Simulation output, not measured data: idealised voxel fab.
The following process module bears the name voxel self aligned vias.
Xsec cut, 225 nm wide, square cell size 5 nm.
Reading order for cross-sections: top band down to bottom band. Underlying form: a grid of square cells. Band size: one or more rows of cells.
Quick guide to a band line: top height, bottom height (nm) up front; then every material left to right with its width in nm. Only one material and it's marked "edge to edge"? Then it fills the band edge to edge. And "empty" just means empty space.
Below 0: as-received wafer, all one material; heights counted from there. Lowest band: no bottom, goes on down, written "0 down".
Read "30->40" as a graded width: first number on top, second number at the bottom, same change between each pair of neighbouring rows.
What does "everything unchanged" mean for a step? It means no cell of the cross-section changed in that step.
"Closed void table": empty spaces of 8 cells or more with no open way to the top, each given as width x height at distance, distance from the left edge, all in nm.
If you see something after the settings on a step's line, that's the simulator's own remark about that step.
Among the settings permitted on a step's line is "overlay nm"; applied to a step with a mask, it specifies the extent to which the mask lay to the right of its planned position, whereas a negative figure signifies a position to the left.

# Steps in the process plan
1 RECEIVE with material Si
2 CONFORMAL_DEP with material SiO2, thk nm 10
3 CONFORMAL_DEP with material SiCN, thk nm 5
4 DIRECTIONAL_DEP with material lowk, thk nm 20
5 DIRECTIONAL_DEP with material aC, thk nm 10
6 PATTERN with tone open, mask id LINES, material resist, width nm 20, pitch nm 55, thk nm 25, overlay nm 0
7 DIRECTIONAL_ETCH with etch materials aC, depth nm 10
8 STRIP with etch materials resist
9 DIRECTIONAL_ETCH with etch materials lowk, depth nm 20
10 STRIP with etch materials aC
11 CONFORMAL_DEP with material TiN, thk nm 5
12 FILL_DEP with material Ru, thk nm 10
13 CMP with height nm 35
14 SELECTIVE_ETCH with etch materials W Ru TiN, depth nm 5
15 FILL_DEP with material SiN, thk nm 10
16 CMP with height nm 35
17 DIRECTIONAL_DEP with material lowk, thk nm 15
18 DIRECTIONAL_DEP with material aC, thk nm 10
19 PATTERN with tone open, mask id VIAS, material resist, width nm 40, pitch nm 110, thk nm 25, overlay nm 0
20 DIRECTIONAL_ETCH with etch materials aC, depth nm 10
21 STRIP with etch materials resist
22 DIRECTIONAL_ETCH with etch materials lowk, depth nm 15
23 DIRECTIONAL_ETCH with etch materials SiN, depth nm 5
24 STRIP with etch materials aC
25 CONFORMAL_DEP with material TiN, thk nm 5
26 FILL_DEP with material Ru, thk nm 10
27 CMP with height nm 50
28 CONFORMAL_DEP with material SiCN, thk nm 5

# Incoming wafer in cross-section (state: after step 1)
- 0 down | Si edge to edge
- Closed void table: none

# One mistake in running the module, otherwise start and plan as above: cross-section at the end
- 70 to 65 | SiCN edge to edge
- 65 to 55 | Ru edge to edge
- 55 to 50 | TiN 40; Ru 30; TiN 80; Ru 30; TiN 45
- 50 to 40 | lowk 35; TiN 5; Ru 30; TiN 5; lowk 70; TiN 5; Ru 30; TiN 5; lowk 40
- 40 to 35 | lowk 35; TiN 15; Ru 10; TiN 15; lowk 70; TiN 15; Ru 10; TiN 15; lowk 40
- 35 to 30 | lowk 45; TiN 20; lowk 35; SiN 20; lowk 35; TiN 20; lowk 50
- 30 to 20 | lowk 45; TiN 5; Ru 10; TiN 5; lowk 35; TiN 5; Ru 10; TiN 5; lowk 35; TiN 5; Ru 10; TiN 5; lowk 50
- 20 to 15 | lowk 45; TiN 20; lowk 35; TiN 20; lowk 35; TiN 20; lowk 50
- 15 to 10 | SiCN edge to edge
- 10 to 0 | SiO2 edge to edge
- 0 down | Si edge to edge
- Closed void table: none
What was done differently from what was planned? yeah, step 27 of the plan got skipped, never ran
